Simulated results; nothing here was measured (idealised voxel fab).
Process module in this document: voxel trench capacitor
Displayed cross-section: cut, width of 160 nm, square cells sized 5 nm.
In what follows, cross-sections appear as grids of square cells, described through bands that run from the top down, where every band is one or more rows of cells.
The entry gives the band's vertical extent as a top height and a bottom height in nm, then its horizontal make-up as materials from left to right, each with a width in nm. "blank" stands for empty space; a single material marked "edge to edge" fills the band edge to edge.
Where do heights start? At 0: under that level the wafer as delivered is made of one material only. And the lowest band has no floor; it just carries on downward, as in "z 0 and below".
A width given as "30->40" starts at the first number in the band's top row and ends at the second number in its bottom row, shifting by an equal amount at every step from row to row.
"remained unchanged", as given for a step, is the statement that not any cell of the cross-section underwent a change during that step.
Listed in "Voids, sealed": every empty space of 8 or more cells without an open way to the top. Form: width x height at distance, the distance being from the left edge, all in nm.
If you see something after the settings on a step's line, that's the simulator's own remark about that step.
A step line may carry the setting "overlay nm", which, for steps involving a mask, states the distance by which the mask lay to the right of its intended position; negative values denote displacement to the left.
[Below is the list of planned process steps]
step 1: RECEIVE (material Si)
step 2: CONFORMAL_DEP (material SiN; thk nm 10)
step 3: PATTERN (tone open; mask id TRENCH; material resist; width nm 25; pitch nm 40; thk nm 20; overlay nm 0)
step 4: DIRECTIONAL_ETCH (etch materials SiN; depth nm 10)
step 5: DIRECTIONAL_ETCH (etch materials Si; depth nm 35)
step 6: STRIP (etch materials resist)
step 7: CONFORMAL_DEP (material Al2O3; thk nm 5)
step 8: FILL_DEP (material polySi; thk nm 10)
step 9: CMP (height nm 10)
[Run as planned: first of two wafers]
[Wafer as received: cross-section following step 1]
z 0 and below: Si edge to edge
Voids, sealed: none
[After step 2, in cross-section]
z 10 to 0: SiN edge to edge
Below 0 it's all the same as before, nothing changed down there.
[After step 3, in cross-section]
z 30 to 10: resist 45 nm, blank 25 nm, resist 15 nm, blank 25 nm, resist 50 nm
Below 10 it's all the same as before, nothing changed down there.
[After step 4, in cross-section]
z 30 to 10: resist 45 nm, blank 25 nm, resist 15 nm, blank 25 nm, resist 50 nm
z 10 to 0: SiN 45 nm, blank 25 nm, SiN 15 nm, blank 25 nm, SiN 50 nm
Below 0 it's all the same as before, nothing changed down there.
[After step 5, in cross-section]
z 30 to 10: resist 45 nm, blank 25 nm, resist 15 nm, blank 25 nm, resist 50 nm
z 10 to 0: SiN 45 nm, blank 25 nm, SiN 15 nm, blank 25 nm, SiN 50 nm
z 0 to -35: Si 45 nm, blank 25 nm, Si 15 nm, blank 25 nm, Si 50 nm
Below -35 it's all the same as before, nothing changed down there.
[After step 6, in cross-section]
z 10 to 0: SiN 45 nm, blank 25 nm, SiN 15 nm, blank 25 nm, SiN 50 nm
Below 0 it's all the same as before, nothing changed down there.
[After step 7, in cross-section]
z 15 to 10: Al2O3 50 nm, blank 15 nm, Al2O3 25 nm, blank 15 nm, Al2O3 55 nm
z 10 to 0: SiN 45 nm, Al2O3 5 nm, blank 15 nm, Al2O3 5 nm, SiN 15 nm, Al2O3 5 nm, blank 15 nm, Al2O3 5 nm, SiN 50 nm
z 0 to -30: Si 45 nm, Al2O3 5 nm, blank 15 nm, Al2O3 5 nm, Si 15 nm, Al2O3 5 nm, blank 15 nm, Al2O3 5 nm, Si 50 nm
z -30 to -35: Si 45 nm, Al2O3 25 nm, Si 15 nm, Al2O3 25 nm, Si 50 nm
Below -35 it's all the same as before, nothing changed down there.
[After step 8, in cross-section]
z 25 to 15: polySi edge to edge
z 15 to 10: Al2O3 50 nm, polySi 15 nm, Al2O3 25 nm, polySi 15 nm, Al2O3 55 nm
z 10 to 0: SiN 45 nm, Al2O3 5 nm, polySi 15 nm, Al2O3 5 nm, SiN 15 nm, Al2O3 5 nm, polySi 15 nm, Al2O3 5 nm, SiN 50 nm
z 0 to -30: Si 45 nm, Al2O3 5 nm, polySi 15 nm, Al2O3 5 nm, Si 15 nm, Al2O3 5 nm, polySi 15 nm, Al2O3 5 nm, Si 50 nm
Below -30 it's all the same as before, nothing changed down there.
[After step 9, in cross-section]
z 10 to 0: SiN 45 nm, Al2O3 5 nm, polySi 15 nm, Al2O3 5 nm, SiN 15 nm, Al2O3 5 nm, polySi 15 nm, Al2O3 5 nm, SiN 50 nm
Below 0 it's all the same as before, nothing changed down there.
[For the second wafer, take the first wafer's start and plan, then add one mistake made in running it; everything through step 7, that step included, is shared with the first]
[Second wafer cross-section, taken as of the time the plan sets for step 8 to be done]
z 25 to 15: SiN edge to edge
z 15 to 10: Al2O3 50 nm, SiN 15 nm, Al2O3 25 nm, SiN 15 nm, Al2O3 55 nm
z 10 to 0: SiN 45 nm, Al2O3 5 nm, SiN 15 nm, Al2O3 5 nm, SiN 15 nm, Al2O3 5 nm, SiN 15 nm, Al2O3 5 nm, SiN 50 nm
z 0 to -30: Si 45 nm, Al2O3 5 nm, SiN 15 nm, Al2O3 5 nm, Si 15 nm, Al2O3 5 nm, SiN 15 nm, Al2O3 5 nm, Si 50 nm
Below -30 it's all the same as before, nothing changed down there.
[Second wafer cross-section, taken as of the time the plan sets for step 9 to be done]
z 10 to 0: SiN 45 nm, Al2O3 5 nm, SiN 15 nm, Al2O3 5 nm, SiN 15 nm, Al2O3 5 nm, SiN 15 nm, Al2O3 5 nm, SiN 50 nm
Below 0 it's all the same as before, nothing changed down there.
Error vs. plan: step 8 changed vs plan, executed as FILL_DEP (material SiN; thk nm 10)
FYI, end of process, the second wafer has more or fewer cells of some materials than the first: SiN: 48 more; polySi: 48 fewer
